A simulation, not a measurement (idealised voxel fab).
Process module in this document: voxel transistor to metal
Section shown: cut. Width: 300 nm. Cell size: 5 nm, square.
Heads up, the way a cross-section reads in here is a grid of square cells, handed over as bands from the top down, with every band being one or more rows of cells.
Band: top and bottom heights (nm) first, top before bottom; then materials from left to right, widths in nm. "full width" marks a sole material filling the band edge to edge. "air" denotes empty space.
Height 0 is the level under which the wafer as received is all one material. The lowest band goes on downwards, as in "from 0 down".
Note: "30->40" means the width goes from the first number (top row of the band) to the second number (bottom row) in equal steps per row of cells.
"same as before" after a step means that no cell of the cross-section changed.
Heads up: "Cavities, closed" only lists the empty pockets with no open path to the top that are 8 cells or more, and it writes them as width x height at distance, distance from the left edge, in nm.
It should be noted that, on the line of a given step, the content following the step's settings is a remark produced by the simulator itself with respect to that step.
overlay nm: mask right of planned place by this much (step with mask). Neg. = left.

[This section lists the process steps that were planned]
1) op RECEIVE | material Si
2) op CONFORMAL_DEP | material SiO2 | thk nm 5
3) op CONFORMAL_DEP | material SiN | thk nm 15
4) op PATTERN | tone cover | mask id ACTIVE | material resist | width nm 100 | pitch nm 125 | thk nm 15 | overlay nm 0
5) op DIRECTIONAL_ETCH | etch materials SiN | depth nm 15
6) op DIRECTIONAL_ETCH | etch materials SiO2 | depth nm 5
7) op DIRECTIONAL_ETCH | etch materials Si | depth nm 20
8) op STRIP | etch materials resist
9) op FILL_DEP | material SiO2 | thk nm 10
10) op CMP | height nm 20
11) op SELECTIVE_ETCH | etch materials SiO2 | depth nm 15
12) op STRIP | etch materials SiN
13) op SELECTIVE_ETCH | etch materials SiO2 | depth nm 5
14) op OXIDIZE | depth nm 5
15) op DIRECTIONAL_DEP | material polySi | thk nm 30
16) op DIRECTIONAL_DEP | material SiCN | thk nm 10
17) op PATTERN | tone cover | mask id GATE | material resist | width nm 20 | pitch nm 125 | thk nm 20 | overlay nm 0
18) op DIRECTIONAL_ETCH | etch materials SiCN | depth nm 20
19) op DIRECTIONAL_ETCH | etch materials polySi | depth nm 40
20) op STRIP | etch materials resist
21) op CONFORMAL_DEP | material SiO2 | thk nm 5
22) op DIRECTIONAL_ETCH | etch materials SiO2 | depth nm 5
23) op CONFORMAL_DEP | material SiN | thk nm 5
24) op DIRECTIONAL_ETCH | etch materials SiN | depth nm 5
25) op DIRECTIONAL_ETCH | etch materials SiO2 | depth nm 5
26) op DIRECTIONAL_ETCH | etch materials Si | depth nm 10
27) op EPI | material pSi | thk nm 15
28) op FILL_DEP | material SiO2 | thk nm 10
29) op CMP | height nm 40
30) op DIRECTIONAL_DEP | material SiO2 | thk nm 10
31) op PATTERN | tone open | mask id CONTACT | material resist | width nm 30 | thk nm 20 | overlay nm 0
32) op DIRECTIONAL_ETCH | etch materials SiO2 | depth nm 50
33) op STRIP | etch materials resist
34) op CONFORMAL_DEP | material TiN | thk nm 5
35) op FILL_DEP | material Ru | thk nm 5
36) op CMP | height nm 50
37) op DIRECTIONAL_DEP | material TiN | thk nm 5
38) op DIRECTIONAL_DEP | material W | thk nm 25
39) op DIRECTIONAL_DEP | material aC | thk nm 10
40) op PATTERN | tone cover | mask id METAL_1 | material resist | width nm 15 | thk nm 30 | overlay nm 0
41) op DIRECTIONAL_ETCH | etch materials aC | depth nm 10
42) op STRIP | etch materials resist
43) op DIRECTIONAL_ETCH | etch materials W | depth nm 25
44) op DIRECTIONAL_ETCH | etch materials TiN | depth nm 5
45) op STRIP | etch materials aC
46) op CONFORMAL_DEP | material SiCN | thk nm 5
47) op FILL_DEP | material SiO2 | thk nm 10
48) op CMP | height nm 80
49) op CONFORMAL_DEP | material SiCN | thk nm 5

[Cross-section of the wafer upon arrival, representing the state reached after step 1]
* from 0 down | Si full width
* Cavities, closed: none

[First of two wafers at the end of the module, shown in cross-section; run carried out as planned]
* from 85 to 80 | SiCN full width
* from 80 to 55 | SiO2 (35) | SiCN (5) | W (15) | SiCN (5) | SiO2 (50) | SiCN (5) | W (15) | SiCN (5) | SiO2 (25) | SiCN (5) | W (15) | SiCN (5) | SiO2 (50) | SiCN (5) | W (15) | SiCN (5) | SiO2 (40)
* from 55 to 50 | SiCN (40) | TiN (15) | SiCN (60) | TiN (15) | SiCN (35) | TiN (15) | SiCN (60) | TiN (15) | SiCN (45)
* from 50 to 40 | SiO2 (40) | TiN (5) | Ru (20->15) | TiN (5->10) | SiO2 (30) | TiN (5->10) | Ru (20->15) | TiN (5) | SiO2 (35) | TiN (5) | Ru (20->15) | TiN (5->10) | SiO2 (30) | TiN (5->10) | Ru (20->15) | TiN (5) | SiO2 (45)
* from 40 to 30 | SiO2 (40) | TiN (5) | Ru (15) | TiN (5) | SiN (5) | SiO2 (5) | SiCN (20) | SiO2 (5) | SiN (5) | TiN (5) | Ru (15) | TiN (5) | SiO2 (35) | TiN (5) | Ru (15) | TiN (5) | SiN (5) | SiO2 (5) | SiCN (20) | SiO2 (5) | SiN (5) | TiN (5) | Ru (15) | TiN (5) | SiO2 (45)
* from 30 to 15 | SiO2 (40) | TiN (5) | Ru (15) | TiN (5) | SiN (5) | SiO2 (5) | polySi (20) | SiO2 (5) | SiN (5) | TiN (5) | Ru (15) | TiN (5) | SiO2 (35) | TiN (5) | Ru (15) | TiN (5) | SiN (5) | SiO2 (5) | polySi (20) | SiO2 (5) | SiN (5) | TiN (5) | Ru (15) | TiN (5) | SiO2 (45)
* from 15 to 10 | SiO2 (40) | TiN (25) | SiN (5) | SiO2 (5) | polySi (20) | SiO2 (5) | SiN (5) | TiN (25) | SiO2 (35) | TiN (25) | SiN (5) | SiO2 (5) | polySi (20) | SiO2 (5) | SiN (5) | TiN (25) | SiO2 (45)
* from 10 to 0 | SiO2 (40) | TiN (10) | pSi (15) | SiN (5) | SiO2 (5) | polySi (20) | SiO2 (5) | SiN (5) | pSi (15) | TiN (10) | SiO2 (35) | TiN (10) | pSi (15) | SiN (5) | SiO2 (5) | polySi (20) | SiO2 (5) | SiN (5) | pSi (15) | TiN (10) | SiO2 (45)
* from 0 to -5 | SiO2 (30) | pSi (35) | SiO2 (40) | pSi (35) | SiO2 (15) | pSi (35) | SiO2 (40) | pSi (35) | SiO2 (35)
* from -5 to -15 | SiO2 (35) | pSi (30) | Si (40) | pSi (30) | SiO2 (25) | pSi (30) | Si (40) | pSi (30) | SiO2 (40)
* from -15 to -20 | SiO2 (35) | Si (100) | SiO2 (25) | Si (100) | SiO2 (40)
* from -20 down | Si full width
* Cavities, closed: none

[Second wafer cross-section at end of module - shared start and plan with the first, one mistake in the run]
* from 85 to 80 | SiCN full width
* from 80 to 55 | SiO2 (35) | SiCN (5) | W (15) | SiCN (5) | SiO2 (50) | SiCN (5) | W (15) | SiCN (5) | SiO2 (25) | SiCN (5) | W (15) | SiCN (5) | SiO2 (50) | SiCN (5) | W (15) | SiCN (5) | SiO2 (40)
* from 55 to 50 | SiCN (40) | TiN (15) | SiCN (60) | TiN (15) | SiCN (35) | TiN (15) | SiCN (60) | TiN (15) | SiCN (45)
* from 50 to 40 | SiO2 (40) | TiN (5) | Ru (20->15) | TiN (5->10) | SiO2 (30) | TiN (5->10) | Ru (20->15) | TiN (5) | SiO2 (35) | TiN (5) | Ru (20->15) | TiN (5->10) | SiO2 (30) | TiN (5->10) | Ru (20->15) | TiN (5) | SiO2 (45)
* from 40 to 30 | SiO2 (40) | TiN (5) | Ru (15) | TiN (5) | SiCN (5) | SiO2 (5) | SiCN (20) | SiO2 (5) | SiCN (5) | TiN (5) | Ru (15) | TiN (5) | SiO2 (35) | TiN (5) | Ru (15) | TiN (5) | SiCN (5) | SiO2 (5) | SiCN (20) | SiO2 (5) | SiCN (5) | TiN (5) | Ru (15) | TiN (5) | SiO2 (45)
* from 30 to 10 | SiO2 (40) | TiN (5) | Ru (15) | TiN (5) | SiCN (5) | SiO2 (5) | polySi (20) | SiO2 (5) | SiCN (5) | TiN (5) | Ru (15) | TiN (5) | SiO2 (35) | TiN (5) | Ru (15) | TiN (5) | SiCN (5) | SiO2 (5) | polySi (20) | SiO2 (5) | SiCN (5) | TiN (5) | Ru (15) | TiN (5) | SiO2 (45)
* from 10 to 5 | SiO2 (40) | TiN (25) | SiCN (5) | SiO2 (5) | polySi (20) | SiO2 (5) | SiCN (5) | TiN (25) | SiO2 (35) | TiN (25) | SiCN (5) | SiO2 (5) | polySi (20) | SiO2 (5) | SiCN (5) | TiN (25) | SiO2 (45)
* from 5 to 0 | SiCN (70) | SiO2 (5) | polySi (20) | SiO2 (5) | SiCN (95) | SiO2 (5) | polySi (20) | SiO2 (5) | SiCN (75)
* from 0 to -5 | SiO2 full width
* from -5 to -20 | SiO2 (35) | Si (100) | SiO2 (25) | Si (100) | SiO2 (40)
* from -20 down | Si full width
* Cavities, closed: none
Error vs. plan: step 23 deviated from plan and actually ran as op CONFORMAL_DEP | material SiCN | thk nm 5
Heads up, by the end the second wafer has more or fewer cells of some materials compared to the first: Ru: 12 more, Si: 48 more, SiCN: 76 more, SiN: 32 fewer, SiO2: 4 more, TiN: 8 fewer, pSi: 100 fewer
